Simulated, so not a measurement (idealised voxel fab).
Title: Process Module voxel released beams
The cross-section on display is named cut; it measures 255 nm wide, and its cells are 5 nm squares.
In what follows, cross-sections appear as grids of square cells, described through bands that run from the top down, where every band is one or more rows of cells. Each band's line starts with the height of the band's top and of its bottom, in nm. Then come its materials from left to right, each with its width in nm. One material with "throughout" fills the band from edge to edge. "air" is empty space. Height 0 is the level under which the wafer as received is all one material. The lowest band goes on downwards, as in "from 0 down". Top row gets the first number, bottom row gets the second, and each row in between changes by the same step: that is how a band width like "30..40" works. It should be understood that the words "left unchanged", when stated for a given step, signify that the cross-section underwent no change in any of its cells during that step. What "Closed empty spaces" gives you is every empty space of 8 cells or more that is cut off from the top. Each appears as width x height at distance, with the distance taken from the left edge and width, height and distance all in nm. On each step's line, the part that comes after the settings is the simulator's own comment on the step. The optional step-line setting "overlay nm" applies to steps with a mask and quantifies how far to the right of its planned location the mask lay, a negative value indicating leftward placement.
# Process steps foreseen in the plan
| 1 | RECEIVE (material Si) |
| 2 | CONFORMAL_DEP (material SiN; thk nm 5) |
| 3 | DIRECTIONAL_DEP (material SiO2; thk nm 15) |
| 4 | DIRECTIONAL_DEP (material aC; thk nm 10) |
| 5 | PATTERN (tone open; mask id ANCHOR; material resist; width nm 35; thk nm 30; overlay nm 0) |
| 6 | DIRECTIONAL_ETCH (etch materials aC; depth nm 10) |
| 7 | STRIP (etch materials resist) |
| 8 | DIRECTIONAL_ETCH (etch materials SiO2; depth nm 15) |
| 9 | STRIP (etch materials aC) |
| 10 | CONFORMAL_DEP (material TiN; thk nm 15) |
| 11 | DIRECTIONAL_DEP (material aC; thk nm 10) |
| 12 | PATTERN (tone cover; mask id BEAM; material resist; width nm 80; thk nm 25; overlay nm 0) |
| 13 | DIRECTIONAL_ETCH (etch materials aC; depth nm 10) |
| 14 | STRIP (etch materials resist) |
| 15 | DIRECTIONAL_ETCH (etch materials TiN; depth nm 15) |
| 16 | STRIP (etch materials aC) |
| 17 | STRIP (etch materials SiO2) |
# Cross-section of the wafer as it came to us, i.e., already through step 1
from 0 down | Si throughout
Closed empty spaces: none
# The module was run from the start shown above using the plan shown above, but one mistake was made doing it; the resulting wafer cross-section is below
from 35 to 20 | 85 air  15 TiN  15 air  50 TiN  90 air
from 20 to 5 | 85 air  45 TiN  125 air
from 5 to 0 | SiN throughout
from 0 down | Si throughout
Closed empty spaces: none
In executing the process, a mistake was made relative to the plan: step 5: run off-plan, actual operation and settings PATTERN (tone open; mask id ANCHOR; material resist; width nm 45; thk nm 30; overlay nm 0)
